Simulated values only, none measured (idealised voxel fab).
You're looking at the process module voxel air gaps.
FYI the section here is cut, 300 nm wide, cells are 5 nm squares.
A cross-section is a grid of square cells, given in bands from the top down. A band is one or more rows of cells.
Basically the band line says how high the top is and how high the bottom is, in nm, and then what's in it from left to right, every material with its width in nm. Empty space shows up as "blank", and if a single material carries "full width" it runs the full band edge to edge.
The reference from which all heights are counted is 0, the level beneath which the as-received wafer is entirely one material; the lowest band, having no lower bound, proceeds downward and is written after the example "z 0 and below".
Quick explanation for "30 to 40": the width changes in equal steps down the rows of cells, from the first number in the band's top row to the second number in its bottom row.
Basically "everything unchanged" means that step didn't change any cell in the cross-section.
Voids not open to the top, 8 cells minimum: see "Enclosed voids". Written width x height at distance; distance is from the left edge; nm.
If you see something after the settings on a step's line, that's the simulator's own remark about that step.
A step line may carry the setting "overlay nm", which, for steps involving a mask, states the distance by which the mask lay to the right of its intended position; negative values denote displacement to the left.

This section lists the process steps that were planned
1. RECEIVE,material Si
2. CONFORMAL_DEP,material SiO2,thk nm 10
3. CONFORMAL_DEP,material SiN,thk nm 5
4. DIRECTIONAL_DEP,material SiO2,thk nm 40
5. MASKED_ETCH,tone open,mask id LINES,width nm 20,pitch nm 45,etch materials SiO2,depth nm 40,overlay nm 0
6. CONFORMAL_DEP,material TiN,thk nm 5
7. FILL_DEP,material W,thk nm 10
8. CMP,height nm 55
9. EPI,material Ru,thk nm 10
10. SELECTIVE_ETCH,etch materials SiO2,depth nm 50
11. CONFORMAL_DEP,material SiN,thk nm 5

Cross-sectional view of the wafer in its as-received condition, corresponding to the state after step 1
	z 0 and below | Si full width
	Enclosed voids: none

Final wafer profile in cross-section after the module, from the same start and plan as above, with one mistake made during processing
	z 70 to 65 | blank: 60; SiN: 180; blank: 60
	z 65 to 55 | blank: 60; SiN: 5; Ru: 35; SiN: 10; Ru: 35; SiN: 10; Ru: 35; SiN: 10; Ru: 35; SiN: 5; blank: 60
	z 55 to 50 | blank: 60; SiN: 15; TiN: 5; W: 5; TiN: 5; SiN: 30; TiN: 5; W: 5; TiN: 5; SiN: 30; TiN: 5; W: 5; TiN: 5; SiN: 30; TiN: 5; W: 5; TiN: 5; SiN: 15; blank: 60
	z 50 to 20 | blank: 70; SiN: 5; TiN: 5; W: 5; TiN: 5; SiN: 5; blank: 20; SiN: 5; TiN: 5; W: 5; TiN: 5; SiN: 5; blank: 20; SiN: 5; TiN: 5; W: 5; TiN: 5; SiN: 5; blank: 20; SiN: 5; TiN: 5; W: 5; TiN: 5; SiN: 5; blank: 70
	z 20 to 15 | SiN: 75; TiN: 15; SiN: 30; TiN: 15; SiN: 30; TiN: 15; SiN: 30; TiN: 15; SiN: 75
	z 15 to 10 | SiN full width
	z 10 to 0 | SiO2 full width
	z 0 and below | Si full width
	Enclosed voids: 20 x 30 at 95; 20 x 30 at 140; 20 x 30 at 185
What was done differently from what was planned? heads up, step 5 didn't go per plan, it actually ran as MASKED_ETCH,tone open,mask id LINES,width nm 15,pitch nm 45,etch materials SiO2,depth nm 40,overlay nm 0
